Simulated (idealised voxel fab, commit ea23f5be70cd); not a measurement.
Presented below is a process module, voxel quadruple lines.
Xsec cut, 265 nm wide, square cell size 5 nm.
Notation: cross-section as square-cell grid; stated in bands, top first, going down; one or more cell rows per band.
It is stipulated that each band's entry specify, in nanometres, the height of the top of the band and then that of its bottom, followed by the materials of the band in left-to-right sequence, each together with its width in nanometres. A single material marked by the word "all across" is understood to fill the band from edge to edge; the word "empty" is understood to denote empty space.
Height reference: 0 = level under which incoming wafer is all one material. Lowest band: no bottom, runs on downward, e.g. "0 down".
You'd read "30 to 40" like this: the band's top row of cells is as wide as the first number, its bottom row is as wide as the second, and going down, every row changes width by the same amount as the row before did.
It should be understood that the words "remained unchanged", when stated for a given step, signify that the cross-section underwent no change in any of its cells during that step.
"Enclosed void inventory" specifies each empty space that is not open to the top and that occupies no fewer than 8 cells, using the form width x height at distance, the distance measured from the left edge and all three quantities in nm.
Heads up: the bit after the settings on a step's line is the simulator's remark on that step.
Among the settings permitted on a step's line is "overlay nm"; applied to a step with a mask, it specifies the extent to which the mask lay to the right of its planned position, whereas a negative figure signifies a position to the left.

## plan
1,RECEIVE,material Si
2,CONFORMAL_DEP,material Al2O3,thk nm 5
3,DIRECTIONAL_DEP,material Ru,thk nm 15
4,DIRECTIONAL_DEP,material polySi,thk nm 20
5,DIRECTIONAL_DEP,material aC,thk nm 20
6,PATTERN,tone cover,mask id MANDREL,material resist,width nm 20,thk nm 25,overlay nm 0
7,DIRECTIONAL_ETCH,etch materials aC,depth nm 20
8,STRIP,etch materials resist
9,CONFORMAL_DEP,material SiO2,thk nm 10
10,DIRECTIONAL_ETCH,etch materials SiO2,depth nm 10
11,STRIP,etch materials aC
12,DIRECTIONAL_ETCH,etch materials polySi,depth nm 20
13,STRIP,etch materials SiO2
14,CONFORMAL_DEP,material SiN,thk nm 5
15,DIRECTIONAL_ETCH,etch materials SiN,depth nm 5
16,STRIP,etch materials polySi
17,DIRECTIONAL_ETCH,etch materials Ru,depth nm 15
18,STRIP,etch materials SiN

## Incoming wafer, cross-sectional view, post step 1
- 0 down = Si all across
- Enclosed void inventory: none

## Result of the module, cross-sectioned: start per above, plan per above, one error in how it was run
- 35 to 20 = empty 105, Ru 5, empty 10, Ru 5, empty 10, Ru 5, empty 10, Ru 5, empty 110
- 20 to 5 = Ru all across
- 5 to 0 = Al2O3 all across
- 0 down = Si all across
- Enclosed void inventory: none
Against the plan, the run slipped here: step 3 of the plan was carried out twice
